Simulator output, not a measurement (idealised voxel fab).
This section sets out a process module, namely voxel wiring stack.
The figure presents cross-section cut, which has a width of 195 nm and is divided into square cells with an edge length of 5 nm.
In this document a cross-section is written as a grid of square cells. It is given as a series of bands, listed from the top down, and a band is one or more rows of cells. The entry gives the band's vertical extent as a top height and a bottom height in nm, then its horizontal make-up as materials from left to right, each with a width in nm. "blank" stands for empty space; a single material marked "everywhere" fills the band edge to edge. Height datum 0, below which the as-received substrate wafer is one material. Lowest band open at the bottom, running downward: "top 0, no bottom". The width entry "30->40" should be interpreted row by row: the top row of cells in the band takes the first number, the bottom row takes the second number, and the change between adjacent rows is uniform throughout. What does "stayed the same" mean for a step? It means no cell of the cross-section changed in that step. Voids not open to the top, 8 cells minimum: see "Sealed void inventory". Written width x height at distance; distance is from the left edge; nm. What comes after the settings on a step's line is commentary from the simulator itself on that step. Each step line may optionally specify "overlay nm", which for a step with a mask gives the rightward distance between the mask's planned place and where it lay, a negative value indicating the leftward direction.
Steps planned for the process:
step 1: RECEIVE with material Si
step 2: CONFORMAL_DEP with material SiO2, thk nm 15
step 3: DIRECTIONAL_DEP with material TiN, thk nm 5
step 4: DIRECTIONAL_DEP with material W, thk nm 20
step 5: MASKED_ETCH with tone cover, mask id METAL_1, width nm 25, pitch nm 55, etch materials W, depth nm 20, overlay nm 0
step 6: MASKED_ETCH with tone cover, mask id METAL_1, width nm 25, pitch nm 55, etch materials TiN, depth nm 5, overlay nm 0
step 7: CONFORMAL_DEP with material SiN, thk nm 5
step 8: FILL_DEP with material lowk, thk nm 5
step 9: CMP with height nm 40
step 10: CONFORMAL_DEP with material SiCN, thk nm 5
step 11: DIRECTIONAL_DEP with material SiO2, thk nm 15
step 12: DIRECTIONAL_DEP with material aC, thk nm 10
step 13: PATTERN with tone open, mask id PLUG_1, material resist, width nm 15, thk nm 25, overlay nm 0
step 14: DIRECTIONAL_ETCH with etch materials aC, depth nm 10
step 15: STRIP with etch materials resist
step 16: DIRECTIONAL_ETCH with etch materials SiO2, depth nm 15
step 17: DIRECTIONAL_ETCH with etch materials SiCN, depth nm 5
step 18: STRIP with etch materials aC
step 19: EPI with material Ru, thk nm 10
step 20: EPI with material Ru, thk nm 10
step 21: CONFORMAL_DEP with material SiN, thk nm 5
step 22: DIRECTIONAL_DEP with material SiO2, thk nm 25
step 23: PATTERN with tone open, mask id METAL_2, material resist, width nm 25, pitch nm 55, thk nm 15, overlay nm 0
step 24: DIRECTIONAL_ETCH with etch materials SiO2, depth nm 25
step 25: DIRECTIONAL_ETCH with etch materials SiN, depth nm 5
step 26: STRIP with etch materials resist
step 27: CONFORMAL_DEP with material TiN, thk nm 5
step 28: FILL_DEP with material W, thk nm 10
step 29: CMP with height nm 90
step 30: CONFORMAL_DEP with material SiN, thk nm 5
Received-state cross-section, reflecting completion of step 1:
  top 0, no bottom = Si everywhere
  Sealed void inventory: none
Same starting wafer, same plan as above, one mistake in the execution; this is the cross-section at the end of the module:
  top 95, bottom 90 = SiN everywhere
  top 90, bottom 65 = SiO2=55; TiN=5; W=15; TiN=5; SiO2=30; TiN=5; W=15; TiN=5; SiO2=60
  top 65, bottom 60 = SiN=55; TiN=25; SiN=30; TiN=25; SiN=60
  top 60, bottom 45 = SiO2=65; Ru=15; SiO2=115
  top 45, bottom 40 = SiCN=65; Ru=15; SiCN=115
  top 40, bottom 20 = lowk=50; SiN=5; W=25; SiN=5; lowk=20; SiN=5; W=25; SiN=5; lowk=55
  top 20, bottom 15 = SiN=55; TiN=25; SiN=30; TiN=25; SiN=60
  top 15, bottom 0 = SiO2 everywhere
  top 0, no bottom = Si everywhere
  Sealed void inventory: none
Against the plan, the run slipped here: step 13 was run on a setting that differed from the plan, and what really ran there is PATTERN with tone open, mask id PLUG_1, material resist, width nm 15, thk nm 25, overlay nm 10
